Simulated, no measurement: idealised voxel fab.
process module | voxel tone inversion
cross-section cut | 290 nm wide | cells 5 nm
A cross-section is a grid of square cells, given in bands from the top down. A band is one or more rows of cells.
Each band's line starts with the height of the band's top and of its bottom, in nm. Then come its materials from left to right, each with its width in nm. One material with "throughout" fills the band from edge to edge. "air" is empty space.
Height 0 is the level under which the wafer as received is all one material. The lowest band goes on downwards, as in "0 down".
A width such as "30 to 40" changes by the same amount from each row of cells to the next, from the band's top row to its bottom row.
"no change" after a step means that no cell of the cross-section changed.
closed voids: empty space of 8 cells or more with no open way to the top, each as width x height at its distance from the left edge, in nm
after a step's settings: what the simulator itself notes on the step
overlay nm, on a step with a mask: how far to the right of its planned place the mask lay; to the left if negative
plan
1 op RECEIVE | material Si
2 op CONFORMAL_DEP | material SiCN | thk nm 10
3 op DIRECTIONAL_DEP | material polySi | thk nm 15
4 op PATTERN | tone cover | mask id POSTS | material resist | width nm 20 | pitch nm 50 | thk nm 20 | overlay nm 0
5 op DIRECTIONAL_ETCH | etch materials polySi | depth nm 15
6 op STRIP | etch materials resist
7 op FILL_DEP | material lowk | thk nm 10
8 op CMP | height nm 25
9 op STRIP | etch materials polySi
10 op CONFORMAL_DEP | material TiN | thk nm 5
11 op FILL_DEP | material W | thk nm 10
12 op CMP | height nm 25
13 op CONFORMAL_DEP | material SiN | thk nm 5
as received, after step 1
  0 down: Si throughout
  closed voids: none
a wafer at the end: this start, this plan, one mistake
  30 to 25: SiCN throughout
  25 to 15: lowk 110 | TiN 5 | W 10 | TiN 5 | lowk 30 | TiN 5 | W 10 | TiN 5 | lowk 110
  15 to 10: lowk 110 | TiN 20 | lowk 30 | TiN 20 | lowk 110
  10 to 0: SiCN throughout
  0 down: Si throughout
  closed voids: none
what went wrong: step 13 ran as: op CONFORMAL_DEP | material SiCN | thk nm 5
